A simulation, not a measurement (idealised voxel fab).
The process module presented herein is designated voxel gate over fins.
The cross-section shown here is cut; it is 235 nm wide and divided into square cells measuring 5 nm on a side.
Bands, listed from the top down, are how a cross-section gets written in this document; the cross-section itself is a grid of square cells, and a band is one or more rows of them.
Top height, bottom height, nm. Materials left to right, width each, nm. Single material + "all across" = fills band edge to edge. "blank" = empty.
Heights from 0 (as-received wafer is one material below). Bottom band endless downward, as "z 0 and below".
Width: "30->40" (first number = top row, second number = bottom row, same change from row to row of cells).
Where the words "remained the same" appear for a step, the cross-section shows no cell changed by that step; every cell remained as before.
"Enclosed empty spaces" enumerates empty spaces isolated from the top, with no open way to it, that contain at least 8 cells, giving each as width x height at distance from the left edge, all three in nm.
Post-settings text on a step line: simulator's own remark regarding the step.
Regarding "overlay nm": on a step with a mask, it is the distance the mask lay to the right of its planned place; a negative value places it to the left.

PROCESS STEPS - PLAN
1: op RECEIVE | material Si
2: op CONFORMAL_DEP | material SiN | thk nm 10
3: op PATTERN | tone cover | mask id FINS | material resist | width nm 15 | pitch nm 55 | thk nm 15 | overlay nm 0
4: op DIRECTIONAL_ETCH | etch materials SiN | depth nm 10
5: op DIRECTIONAL_ETCH | etch materials Si | depth nm 40
6: op STRIP | etch materials resist
7: op OXIDIZE | depth nm 5
8: op FILL_DEP | material SiO2 | thk nm 5
9: op CMP | height nm 10
10: op DIRECTIONAL_DEP | material aC | thk nm 15
11: op PATTERN | tone open | mask id RAIL | material resist | width nm 15 | thk nm 30 | overlay nm 0
12: op DIRECTIONAL_ETCH | etch materials aC | depth nm 15
13: op STRIP | etch materials resist
14: op DIRECTIONAL_ETCH | etch materials SiO2 | depth nm 45
15: op STRIP | etch materials aC
16: op CONFORMAL_DEP | material TiN | thk nm 5
17: op FILL_DEP | material Ru | thk nm 10
18: op CMP | height nm 10
19: op SELECTIVE_ETCH | etch materials W Ru TiN | depth nm 30
20: op FILL_DEP | material SiO2 | thk nm 5
21: op CMP | height nm 10
22: op SELECTIVE_ETCH | etch materials SiO2 | depth nm 25
23: op STRIP | etch materials SiN
24: op CONFORMAL_DEP | material HfO2 | thk nm 5
25: op CONFORMAL_DEP | material TiN | thk nm 5
26: op FILL_DEP | material W | thk nm 10
27: op CMP | height nm 15
28: op CONFORMAL_DEP | material SiN | thk nm 10

FIRST OF TWO WAFERS: RUN AS PLANNED

AS RECEIVED (POST STEP 1): CROSS-SECTION
z 0 and below  Si all across
Enclosed empty spaces: none

AFTER STEP 2, IN CROSS-SECTION
z 10 to 0  SiN all across
All layers under 0 are left as they were.

AFTER STEP 3, IN CROSS-SECTION
z 25 to 10  55 blank / 15 resist / 40 blank / 15 resist / 40 blank / 15 resist / 55 blank
All layers under 10 are left as they were.

AFTER STEP 4, IN CROSS-SECTION
z 25 to 10  55 blank / 15 resist / 40 blank / 15 resist / 40 blank / 15 resist / 55 blank
z 10 to 0  55 blank / 15 SiN / 40 blank / 15 SiN / 40 blank / 15 SiN / 55 blank
All layers under 0 are left as they were.

AFTER STEP 5, IN CROSS-SECTION
z 25 to 10  55 blank / 15 resist / 40 blank / 15 resist / 40 blank / 15 resist / 55 blank
z 10 to 0  55 blank / 15 SiN / 40 blank / 15 SiN / 40 blank / 15 SiN / 55 blank
z 0 to -40  55 blank / 15 Si / 40 blank / 15 Si / 40 blank / 15 Si / 55 blank
All layers under -40 are left as they were.

AFTER STEP 6, IN CROSS-SECTION
z 10 to 0  55 blank / 15 SiN / 40 blank / 15 SiN / 40 blank / 15 SiN / 55 blank
All layers under 0 are left as they were.

AFTER STEP 7, IN CROSS-SECTION
z 10 to 0  55 blank / 15 SiN / 40 blank / 15 SiN / 40 blank / 15 SiN / 55 blank
z 0 to -40  55 blank / 5 SiO2 / 5 Si / 5 SiO2 / 40 blank / 5 SiO2 / 5 Si / 5 SiO2 / 40 blank / 5 SiO2 / 5 Si / 5 SiO2 / 55 blank
z -40 to -45  60 SiO2 / 5 Si / 50 SiO2 / 5 Si / 50 SiO2 / 5 Si / 60 SiO2
All layers under -45 are left as they were.

AFTER STEP 8, IN CROSS-SECTION
z 15 to 10  SiO2 all across
z 10 to 0  55 SiO2 / 15 SiN / 40 SiO2 / 15 SiN / 40 SiO2 / 15 SiN / 55 SiO2
z 0 to -45  60 SiO2 / 5 Si / 50 SiO2 / 5 Si / 50 SiO2 / 5 Si / 60 SiO2
All layers under -45 are left as they were.

AFTER STEP 9, IN CROSS-SECTION
z 10 to 0  55 SiO2 / 15 SiN / 40 SiO2 / 15 SiN / 40 SiO2 / 15 SiN / 55 SiO2
All layers under 0 are left as they were.

AFTER STEP 10, IN CROSS-SECTION
z 25 to 10  aC all across
All layers under 10 are left as they were.

AFTER STEP 11, IN CROSS-SECTION
z 55 to 25  80 resist / 15 blank / 140 resist
All layers under 25 are left as they were.

AFTER STEP 12, IN CROSS-SECTION
z 40 to 25  80 resist / 15 blank / 140 resist
z 25 to 10  80 aC / 15 blank / 140 aC
All layers under 10 are left as they were.

AFTER STEP 13, IN CROSS-SECTION
z 25 to 10  80 aC / 15 blank / 140 aC
All layers under 10 are left as they were.

AFTER STEP 14, IN CROSS-SECTION
z 25 to 10  80 aC / 15 blank / 140 aC
z 10 to 0  55 SiO2 / 15 SiN / 10 SiO2 / 15 blank / 15 SiO2 / 15 SiN / 40 SiO2 / 15 SiN / 55 SiO2
z 0 to -35  60 SiO2 / 5 Si / 15 SiO2 / 15 blank / 20 SiO2 / 5 Si / 50 SiO2 / 5 Si / 60 SiO2
All layers under -35 are left as they were.

AFTER STEP 15, IN CROSS-SECTION
z 10 to 0  55 SiO2 / 15 SiN / 10 SiO2 / 15 blank / 15 SiO2 / 15 SiN / 40 SiO2 / 15 SiN / 55 SiO2
All layers under 0 are left as they were.

AFTER STEP 16, IN CROSS-SECTION
z 15 to 10  85 TiN / 5 blank / 145 TiN
z 10 to 0  55 SiO2 / 15 SiN / 10 SiO2 / 5 TiN / 5 blank / 5 TiN / 15 SiO2 / 15 SiN / 40 SiO2 / 15 SiN / 55 SiO2
z 0 to -30  60 SiO2 / 5 Si / 15 SiO2 / 5 TiN / 5 blank / 5 TiN / 20 SiO2 / 5 Si / 50 SiO2 / 5 Si / 60 SiO2
z -30 to -35  60 SiO2 / 5 Si / 15 SiO2 / 15 TiN / 20 SiO2 / 5 Si / 50 SiO2 / 5 Si / 60 SiO2
All layers under -35 are left as they were.

AFTER STEP 17, IN CROSS-SECTION
z 25 to 15  Ru all across
z 15 to 10  85 TiN / 5 Ru / 145 TiN
z 10 to 0  55 SiO2 / 15 SiN / 10 SiO2 / 5 TiN / 5 Ru / 5 TiN / 15 SiO2 / 15 SiN / 40 SiO2 / 15 SiN / 55 SiO2
z 0 to -30  60 SiO2 / 5 Si / 15 SiO2 / 5 TiN / 5 Ru / 5 TiN / 20 SiO2 / 5 Si / 50 SiO2 / 5 Si / 60 SiO2
All layers under -30 are left as they were.

AFTER STEP 18, IN CROSS-SECTION
z 10 to 0  55 SiO2 / 15 SiN / 10 SiO2 / 5 TiN / 5 Ru / 5 TiN / 15 SiO2 / 15 SiN / 40 SiO2 / 15 SiN / 55 SiO2
All layers under 0 are left as they were.

AFTER STEP 19, IN CROSS-SECTION
z 10 to 0  55 SiO2 / 15 SiN / 10 SiO2 / 15 blank / 15 SiO2 / 15 SiN / 40 SiO2 / 15 SiN / 55 SiO2
z 0 to -20  60 SiO2 / 5 Si / 15 SiO2 / 15 blank / 20 SiO2 / 5 Si / 50 SiO2 / 5 Si / 60 SiO2
All layers under -20 are left as they were.

AFTER STEP 20, IN CROSS-SECTION
z 15 to 10  SiO2 all across
z 10 to 0  55 SiO2 / 15 SiN / 40 SiO2 / 15 SiN / 40 SiO2 / 15 SiN / 55 SiO2
z 0 to -20  60 SiO2 / 5 Si / 50 SiO2 / 5 Si / 50 SiO2 / 5 Si / 60 SiO2
All layers under -20 are left as they were.

AFTER STEP 21, IN CROSS-SECTION
z 10 to 0  55 SiO2 / 15 SiN / 40 SiO2 / 15 SiN / 40 SiO2 / 15 SiN / 55 SiO2
All layers under 0 are left as they were.

AFTER STEP 22, IN CROSS-SECTION
z 10 to 0  55 blank / 15 SiN / 40 blank / 15 SiN / 40 blank / 15 SiN / 55 blank
z 0 to -15  60 blank / 5 Si / 50 blank / 5 Si / 50 blank / 5 Si / 60 blank
All layers under -15 are left as they were.

AFTER STEP 23, IN CROSS-SECTION
z 0 to -15  60 blank / 5 Si / 50 blank / 5 Si / 50 blank / 5 Si / 60 blank
All layers under -15 are left as they were.

AFTER STEP 24, IN CROSS-SECTION
z 5 to 0  55 blank / 15 HfO2 / 40 blank / 15 HfO2 / 40 blank / 15 HfO2 / 55 blank
z 0 to -10  55 blank / 5 HfO2 / 5 Si / 5 HfO2 / 40 blank / 5 HfO2 / 5 Si / 5 HfO2 / 40 blank / 5 HfO2 / 5 Si / 5 HfO2 / 55 blank
z -10 to -15  60 HfO2 / 5 Si / 50 HfO2 / 5 Si / 50 HfO2 / 5 Si / 60 HfO2
All layers under -15 are left as they were.

AFTER STEP 25, IN CROSS-SECTION
z 10 to 5  50 blank / 25 TiN / 30 blank / 25 TiN / 30 blank / 25 TiN / 50 blank
z 5 to 0  50 blank / 5 TiN / 15 HfO2 / 5 TiN / 30 blank / 5 TiN / 15 HfO2 / 5 TiN / 30 blank / 5 TiN / 15 HfO2 / 5 TiN / 50 blank
z 0 to -5  50 blank / 5 TiN / 5 HfO2 / 5 Si / 5 HfO2 / 5 TiN / 30 blank / 5 TiN / 5 HfO2 / 5 Si / 5 HfO2 / 5 TiN / 30 blank / 5 TiN / 5 HfO2 / 5 Si / 5 HfO2 / 5 TiN / 50 blank
z -5 to -10  55 TiN / 5 HfO2 / 5 Si / 5 HfO2 / 40 TiN / 5 HfO2 / 5 Si / 5 HfO2 / 40 TiN / 5 HfO2 / 5 Si / 5 HfO2 / 55 TiN
All layers under -10 are left as they were.

AFTER STEP 26, IN CROSS-SECTION
z 20 to 10  W all across
z 10 to 5  50 W / 25 TiN / 30 W / 25 TiN / 30 W / 25 TiN / 50 W
z 5 to 0  50 W / 5 TiN / 15 HfO2 / 5 TiN / 30 W / 5 TiN / 15 HfO2 / 5 TiN / 30 W / 5 TiN / 15 HfO2 / 5 TiN / 50 W
z 0 to -5  50 W / 5 TiN / 5 HfO2 / 5 Si / 5 HfO2 / 5 TiN / 30 W / 5 TiN / 5 HfO2 / 5 Si / 5 HfO2 / 5 TiN / 30 W / 5 TiN / 5 HfO2 / 5 Si / 5 HfO2 / 5 TiN / 50 W
All layers under -5 are left as they were.

AFTER STEP 27, IN CROSS-SECTION
z 15 to 10  W all across
All layers under 10 are left as they were.

AFTER STEP 28, IN CROSS-SECTION
z 25 to 15  SiN all across
All layers under 15 are left as they were.

THE REMAINING WAFER, SECOND OF THE TWO, STARTED LIKE THE FIRST AND WAS RUN TO THE SAME PLAN, EXCEPT THAT ONE MISTAKE WAS MADE ALONG THE WAY; THE TWO COINCIDE THROUGH STEP 23, INCLUSIVE

The second wafer cut through, at the time step 24 was supposed to be finished: remained the same

THE SECOND WAFER CUT THROUGH, AT THE TIME STEP 25 WAS SUPPOSED TO BE FINISHED
z 5 to 0  55 blank / 15 TiN / 40 blank / 15 TiN / 40 blank / 15 TiN / 55 blank
z 0 to -10  55 blank / 5 TiN / 5 Si / 5 TiN / 40 blank / 5 TiN / 5 Si / 5 TiN / 40 blank / 5 TiN / 5 Si / 5 TiN / 55 blank
z -10 to -15  60 TiN / 5 Si / 50 TiN / 5 Si / 50 TiN / 5 Si / 60 TiN
All layers under -15 are left as they were.

THE SECOND WAFER CUT THROUGH, AT THE TIME STEP 26 WAS SUPPOSED TO BE FINISHED
z 15 to 5  W all across
z 5 to 0  55 W / 15 TiN / 40 W / 15 TiN / 40 W / 15 TiN / 55 W
z 0 to -10  55 W / 5 TiN / 5 Si / 5 TiN / 40 W / 5 TiN / 5 Si / 5 TiN / 40 W / 5 TiN / 5 Si / 5 TiN / 55 W
All layers under -10 are left as they were.

The second wafer cut through, at the time step 27 was supposed to be finished: remained the same

THE SECOND WAFER CUT THROUGH, AT THE TIME STEP 28 WAS SUPPOSED TO BE FINISHED
z 25 to 15  SiN all across
All layers under 15 are left as they were.
What was done differently from what was planned? step 24 in the plan did not get run; it was skipped
at the end the second wafer has, in cells: HfO2: 65 fewer, W: 65 more
